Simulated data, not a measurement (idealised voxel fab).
process module | voxel released beams
cross-section cut | 290 nm wide | cells 5 nm
A cross-section is a grid of square cells, given in bands from the top down. A band is one or more rows of cells.
Each band's line starts with the height of the band's top and of its bottom, in nm. Then come its materials from left to right, each with its width in nm. One material with "throughout" fills the band from edge to edge. "air" is empty space.
Height 0 is the level under which the wafer as received is all one material. The lowest band goes on downwards, as in "0 down".
A width such as "30 to 40" changes by the same amount from each row of cells to the next, from the band's top row to its bottom row.
"no change" after a step means that no cell of the cross-section changed.
closed voids: empty space of 8 cells or more with no open way to the top, each as width x height at its distance from the left edge, in nm
after a step's settings: what the simulator itself notes on the step
overlay nm, on a step with a mask: how far to the right of its planned place the mask lay; to the left if negative
plan
1 op RECEIVE | material Si
2 op CONFORMAL_DEP | material SiN | thk nm 10
3 op DIRECTIONAL_DEP | material SiO2 | thk nm 10
4 op MASKED_ETCH | tone open | mask id ANCHOR | width nm 45 | etch materials SiO2 | depth nm 10 | overlay nm 0
5 op CONFORMAL_DEP | material polySi | thk nm 15
6 op MASKED_ETCH | tone cover | mask id BEAM | width nm 90 | etch materials polySi | depth nm 15 | overlay nm 0
7 op STRIP | etch materials SiO2
as received, after step 1
  0 down: Si throughout
  closed voids: none
a wafer at the end: this start, this plan, one mistake
  45 to 30: air 95 | polySi 90 | air 105
  30 to 20: polySi throughout
  20 to 10: SiO2 100 | polySi 45 | SiO2 145
  10 to 0: SiN throughout
  0 down: Si throughout
  closed voids: none
what went wrong: step 5 ran as: op CONFORMAL_DEP | material polySi | thk nm 25
